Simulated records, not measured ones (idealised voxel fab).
process module | voxel air gaps
cross-section cut | 235 nm wide | cells 5 nm
A cross-section is a grid of square cells, given in bands from the top down. A band is one or more rows of cells.
Each band's line starts with the height of the band's top and of its bottom, in nm. Then come its materials from left to right, each with its width in nm. One material with "throughout" fills the band from edge to edge. "air" is empty space.
Height 0 is the level under which the wafer as received is all one material. The lowest band goes on downwards, as in "0 down".
A width such as "30 to 40" changes by the same amount from each row of cells to the next, from the band's top row to its bottom row.
"no change" after a step means that no cell of the cross-section changed.
closed voids: empty space of 8 cells or more with no open way to the top, each as width x height at its distance from the left edge, in nm
after a step's settings: what the simulator itself notes on the step
overlay nm, on a step with a mask: how far to the right of its planned place the mask lay; to the left if negative
plan
1 op RECEIVE | material Si
2 op CONFORMAL_DEP | material SiO2 | thk nm 10
3 op CONFORMAL_DEP | material SiCN | thk nm 5
4 op DIRECTIONAL_DEP | material SiO2 | thk nm 40
5 op MASKED_ETCH | tone open | mask id LINES | width nm 20 | pitch nm 45 | etch materials SiO2 | depth nm 40 | overlay nm 0
6 op CONFORMAL_DEP | material TiN | thk nm 5
7 op FILL_DEP | material W | thk nm 5
8 op CMP | height nm 55
9 op EPI | material Ru | thk nm 10
10 op SELECTIVE_ETCH | etch materials SiO2 | depth nm 50
11 op CONFORMAL_DEP | material SiCN | thk nm 5
as received, after step 1
  0 down: Si throughout
  closed voids: none
first wafer at the end, as planned
  70 to 65: air 25 | SiCN 185 | air 25
  65 to 55: air 25 | SiCN 5 | Ru 40 | SiCN 5 | Ru 40 | SiCN 5 | Ru 40 | SiCN 5 | Ru 40 | SiCN 5 | air 25
  55 to 50: air 25 | SiCN 15 | TiN 5 | W 10 | TiN 5 | SiCN 25 | TiN 5 | W 10 | TiN 5 | SiCN 25 | TiN 5 | W 10 | TiN 5 | SiCN 25 | TiN 5 | W 10 | TiN 5 | SiCN 15 | air 25
  50 to 20: air 35 | SiCN 5 | TiN 5 | W 10 | TiN 5 | SiCN 5 | air 15 | SiCN 5 | TiN 5 | W 10 | TiN 5 | SiCN 5 | air 15 | SiCN 5 | TiN 5 | W 10 | TiN 5 | SiCN 5 | air 15 | SiCN 5 | TiN 5 | W 10 | TiN 5 | SiCN 5 | air 35
  20 to 15: SiCN 40 | TiN 20 | SiCN 25 | TiN 20 | SiCN 25 | TiN 20 | SiCN 25 | TiN 20 | SiCN 40
  15 to 10: SiCN throughout
  10 to 0: SiO2 throughout
  0 down: Si throughout
  closed voids: 15 x 30 at 65; 15 x 30 at 110; 15 x 30 at 155
second wafer at the end: like start, like plan, one mistake
  70 to 65: air 25 | SiCN 185 | air 25
  65 to 55: air 25 | SiCN 5 | Ru 40 | SiCN 5 | Ru 40 | SiCN 5 | Ru 40 | SiCN 5 | Ru 40 | SiCN 5 | air 25
  55 to 20: air 25 | SiCN 5 | Ru 10 | TiN 5 | W 10 | TiN 5 | Ru 10 | SiCN 5 | Ru 10 | TiN 5 | W 10 | TiN 5 | Ru 10 | SiCN 5 | Ru 10 | TiN 5 | W 10 | TiN 5 | Ru 10 | SiCN 5 | Ru 10 | TiN 5 | W 10 | TiN 5 | Ru 10 | SiCN 5 | air 25
  20 to 15: SiCN 30 | Ru 10 | TiN 20 | Ru 10 | SiCN 5 | Ru 10 | TiN 20 | Ru 10 | SiCN 5 | Ru 10 | TiN 20 | Ru 10 | SiCN 5 | Ru 10 | TiN 20 | Ru 10 | SiCN 30
  15 to 10: SiCN throughout
  10 to 0: SiO2 throughout
  0 down: Si throughout
  closed voids: none
what went wrong: steps 9 and 10 were swapped
at the end the second wafer has, in cells: 128 more of Ru | 50 fewer of SiCN
closed voids at the end (first wafer, second wafer): 3, 0
